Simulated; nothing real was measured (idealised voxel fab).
Documented hereafter: the process module known as voxel ribs on slabs.
Section shown: cut. Width: 165 nm. Cell size: 5 nm, square.
We lay out every cross-section as a grid of square cells and spell it out in bands from the top down, where one band means one or more rows of cells. The band entry comprises the height of the band's top followed by the height of its bottom, expressed in nm, and subsequently the band's materials from left to right, each stated together with its width in nm. Where a single material is marked with the word "everywhere", that material fills the band from edge to edge. The word "air" represents empty space. Heights from 0 (as-received wafer is one material below). Bottom band endless downward, as "0 -> down". It should be noted that a width expressed as "30->40" varies in equal increments from row to row of cells within the band, taking the value of the first number at the top row and that of the second number at the bottom row. "nothing changed" after a step means that no cell of the cross-section changed. Each empty space that has no open way to the top and spans at least 8 cells appears under "Completely enclosed voids" as width x height at distance, the distance counted from the left edge, all in nm. Formally, on a step line, whatever follows the settings is a remark that the simulator itself makes on the step. overlay nm: mask right of planned place by this much (step with mask). Neg. = left.
# Steps planned for the process
1,RECEIVE: material Si
2,DIRECTIONAL_DEP: material SiO2, thk nm 30
3,DIRECTIONAL_DEP: material SiN, thk nm 15
4,DIRECTIONAL_DEP: material aC, thk nm 10
5,PATTERN: tone cover, mask id RIB, material resist, width nm 25, thk nm 25, overlay nm 0
6,DIRECTIONAL_ETCH: etch materials aC, depth nm 10
7,STRIP: etch materials resist
8,DIRECTIONAL_ETCH: etch materials SiN, depth nm 10
9,STRIP: etch materials aC
10,MASKED_ETCH: tone cover, mask id SLAB, width nm 55, etch materials SiN, depth nm 5, overlay nm 0
11,FILL_DEP: material SiO2, thk nm 25
12,CMP: height nm 65
13,DIRECTIONAL_DEP: material TiN, thk nm 5
14,DIRECTIONAL_DEP: material aC, thk nm 10
15,PATTERN: tone cover, mask id HEATER, material resist, width nm 35, thk nm 30, overlay nm 0
16,DIRECTIONAL_ETCH: etch materials aC, depth nm 10
17,STRIP: etch materials resist
18,DIRECTIONAL_ETCH: etch materials TiN, depth nm 5
19,STRIP: etch materials aC
20,CONFORMAL_DEP: material SiO2, thk nm 10
# As-received wafer cross-section (after step 1)
0 -> down = Si everywhere
Completely enclosed voids: none
# Wafer at module end, in section. Began as above, planned as above, run with one mistake
80 -> 75 = 55 air, then 55 SiO2, then 55 air
75 -> 70 = SiO2 everywhere
70 -> 65 = 65 SiO2, then 35 TiN, then 65 SiO2
65 -> 45 = SiO2 everywhere
45 -> 35 = 70 SiO2, then 25 SiN, then 70 SiO2
35 -> 30 = 65 SiO2, then 55 SiN, then 45 SiO2
30 -> 0 = SiO2 everywhere
0 -> down = Si everywhere
Completely enclosed voids: none
What went wrong in running the wafer? step 10 was not run as planned; what actually ran was MASKED_ETCH: tone cover, mask id SLAB, width nm 55, etch materials SiN, depth nm 5, overlay nm 10
